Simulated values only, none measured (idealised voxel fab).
voxel ribs on slabs: a process module
For reference, the cross-section in this document is cut, with width 275 nm and square cells of 5 nm.
A cross-section is written here as square cells arranged in a grid, and it is given in bands from the top down, each band taking up one or more rows of cells. Look at the band entry: it leads with the top's height and the bottom's height in nm. Then it lists the materials left to right, with a width in nm for each. The word "edge to edge" on a single material says that material fills the band edge to edge. The word "blank" is empty space. Height is counted from the level 0, under which the received wafer is composed throughout of one material. The lowest of the bands is not closed at the bottom but continues downward, in the notation "0..down". A two-number width, for instance "30 to 40", indicates that the width is equal to the first number in the top row of the band and to the second number in the bottom row, and that it changes by a constant amount per row of cells. No cell of the cross-section changed in a step that is given as "nothing different". Empty spaces without an open route to the top, at least 8 cells in extent, make up the entry "Trapped cavities"; each is given as width x height at distance, where the distance is measured from the left edge, and all are in nm. Anything after a step's settings on that line? It's the simulator's own note about the step. Among the settings permitted on a step's line is "overlay nm"; applied to a step with a mask, it specifies the extent to which the mask lay to the right of its planned position, whereas a negative figure signifies a position to the left.

Process steps foreseen in the plan:
1: RECEIVE | material Si
2: DIRECTIONAL_DEP | material SiO2 | thk nm 30
3: DIRECTIONAL_DEP | material polySi | thk nm 25
4: MASKED_ETCH | tone cover | mask id RIB | width nm 15 | etch materials polySi | depth nm 15 | overlay nm 0
5: PATTERN | tone cover | mask id SLAB | material resist | width nm 75 | thk nm 15 | overlay nm 0
6: DIRECTIONAL_ETCH | etch materials polySi | depth nm 10
7: STRIP | etch materials resist
8: FILL_DEP | material SiO2 | thk nm 25
9: CMP | height nm 75
10: DIRECTIONAL_DEP | material W | thk nm 5
11: DIRECTIONAL_DEP | material aC | thk nm 15
12: PATTERN | tone cover | mask id HEATER | material resist | width nm 25 | thk nm 30 | overlay nm 0
13: DIRECTIONAL_ETCH | etch materials aC | depth nm 15
14: STRIP | etch materials resist
15: DIRECTIONAL_ETCH | etch materials W | depth nm 5
16: STRIP | etch materials aC
17: CONFORMAL_DEP | material SiO2 | thk nm 10

As-received wafer cross-section (after step 1):
- 0..down = Si edge to edge
- Trapped cavities: none

The plan above was carried out on the starting structure above with one mistake, and this cross-section shows the wafer at the end of the module:
- 90..55 = SiO2 edge to edge
- 55..40 = 130 SiO2; 15 polySi; 130 SiO2
- 40..30 = 100 SiO2; 75 polySi; 100 SiO2
- 30..0 = SiO2 edge to edge
- 0..down = Si edge to edge
- Trapped cavities: none
Plan not followed: off-plan run, step 10, actual operation and settings DIRECTIONAL_DEP | material SiO2 | thk nm 5
